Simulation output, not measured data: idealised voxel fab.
You're looking at the process module voxel local oxidation.
Displayed cross-section: cut, width of 150 nm, square cells sized 5 nm.
Throughout this document, each cross-section is represented as a grid of square cells and is presented as a sequence of bands enumerated from the top downward, where a band comprises one or more rows of cells. Per band: top height and bottom height in nm, followed by the left-to-right materials and their widths in nm; "everywhere" marks a single material spanning edge to edge, "blank" marks empty space. Ref level 0: as-received wafer is one material below here. Bottom band extends down with no lower bound ("0..down"). Top row gets the first number, bottom row gets the second, and each row in between changes by the same step: that is how a band width like "30 to 40" works. No cell of the cross-section changed in a step that is given as "remains unaltered". "Encapsulated voids" contains a list of empty spaces, each no smaller than 8 cells and without an open way to the top, written in the form width x height at distance with the distance from the left edge and all three in nm. On a step's line, text after the settings is the simulator commenting on that step. overlay nm: how far to the right of its planned place the mask lay on this masked step (negative: to the left).

-- Steps planned for the process
1. RECEIVE | material Si
2. OXIDIZE | depth nm 5
3. CONFORMAL_DEP | material SiN | thk nm 15
4. DIRECTIONAL_DEP | material aC | thk nm 15
5. PATTERN | tone cover | mask id ACTIVE | material resist | width nm 95 | thk nm 30 | overlay nm 0
6. DIRECTIONAL_ETCH | etch materials aC | depth nm 15
7. STRIP | etch materials resist
8. DIRECTIONAL_ETCH | etch materials SiN | depth nm 15
9. STRIP | etch materials aC
10. SELECTIVE_ETCH | etch materials SiO2 | depth nm 5
11. OXIDIZE | depth nm 15
12. STRIP | etch materials SiN

-- First of the two wafers, run per plan

-- Wafer cross-section on receipt, i.e. after step 1
  0..down = Si everywhere
  Encapsulated voids: none

-- So this is the wafer cross-section right after step 2
  0..-5 = SiO2 everywhere
  Whatever lies below -5 is exactly as it was before.

-- So this is the wafer cross-section right after step 3
  15..0 = SiN everywhere
  Whatever lies below 0 is exactly as it was before.

-- So this is the wafer cross-section right after step 4
  30..15 = aC everywhere
  Whatever lies below 15 is exactly as it was before.

-- So this is the wafer cross-section right after step 5
  60..30 = 25 nm blank | 95 nm resist | 30 nm blank
  Whatever lies below 30 is exactly as it was before.

-- So this is the wafer cross-section right after step 6
  45..30 = 25 nm blank | 95 nm resist | 30 nm blank
  30..15 = 25 nm blank | 95 nm aC | 30 nm blank
  Whatever lies below 15 is exactly as it was before.

-- So this is the wafer cross-section right after step 7
  30..15 = 25 nm blank | 95 nm aC | 30 nm blank
  Whatever lies below 15 is exactly as it was before.

-- So this is the wafer cross-section right after step 8
  30..15 = 25 nm blank | 95 nm aC | 30 nm blank
  15..0 = 25 nm blank | 95 nm SiN | 30 nm blank
  Whatever lies below 0 is exactly as it was before.

-- So this is the wafer cross-section right after step 9
  15..0 = 25 nm blank | 95 nm SiN | 30 nm blank
  Whatever lies below 0 is exactly as it was before.

-- So this is the wafer cross-section right after step 10
  15..0 = 25 nm blank | 95 nm SiN | 30 nm blank
  0..-5 = 30 nm blank | 85 nm SiO2 | 35 nm blank
  Whatever lies below -5 is exactly as it was before.

-- So this is the wafer cross-section right after step 11
  15..0 = 25 nm blank | 95 nm SiN | 30 nm blank
  0..-5 = 30 nm blank | 85 nm SiO2 | 35 nm blank
  -5..-20 = 45 nm SiO2 | 55 nm Si | 50 nm SiO2
  Whatever lies below -20 is exactly as it was before.

-- So this is the wafer cross-section right after step 12
  0..-5 = 30 nm blank | 85 nm SiO2 | 35 nm blank
  Whatever lies below -5 is exactly as it was before.

-- For the second wafer, take the first wafer's start and plan, then add one mistake made in running it; everything through step 4, that step included, is shared with the first

-- The second wafer in cross-section, at the planned close of step 5
  60..30 = 30 nm blank | 95 nm resist | 25 nm blank
  Whatever lies below 30 is exactly as it was before.

-- The second wafer in cross-section, at the planned close of step 6
  45..30 = 30 nm blank | 95 nm resist | 25 nm blank
  30..15 = 30 nm blank | 95 nm aC | 25 nm blank
  Whatever lies below 15 is exactly as it was before.

-- The second wafer in cross-section, at the planned close of step 7
  30..15 = 30 nm blank | 95 nm aC | 25 nm blank
  Whatever lies below 15 is exactly as it was before.

-- The second wafer in cross-section, at the planned close of step 8
  30..15 = 30 nm blank | 95 nm aC | 25 nm blank
  15..0 = 30 nm blank | 95 nm SiN | 25 nm blank
  Whatever lies below 0 is exactly as it was before.

-- The second wafer in cross-section, at the planned close of step 9
  15..0 = 30 nm blank | 95 nm SiN | 25 nm blank
  Whatever lies below 0 is exactly as it was before.

-- The second wafer in cross-section, at the planned close of step 10
  15..0 = 30 nm blank | 95 nm SiN | 25 nm blank
  0..-5 = 35 nm blank | 85 nm SiO2 | 30 nm blank
  Whatever lies below -5 is exactly as it was before.

-- The second wafer in cross-section, at the planned close of step 11
  15..0 = 30 nm blank | 95 nm SiN | 25 nm blank
  0..-5 = 35 nm blank | 85 nm SiO2 | 30 nm blank
  -5..-20 = 50 nm SiO2 | 55 nm Si | 45 nm SiO2
  Whatever lies below -20 is exactly as it was before.

-- The second wafer in cross-section, at the planned close of step 12
  0..-5 = 35 nm blank | 85 nm SiO2 | 30 nm blank
  Whatever lies below -5 is exactly as it was before.
The mistake made against the process plan was this: step 5: run off-plan, actual operation and settings PATTERN | tone cover | mask id ACTIVE | material resist | width nm 95 | thk nm 30 | overlay nm 5
Final state: per-material cell counts identical on both wafers; locations differ.
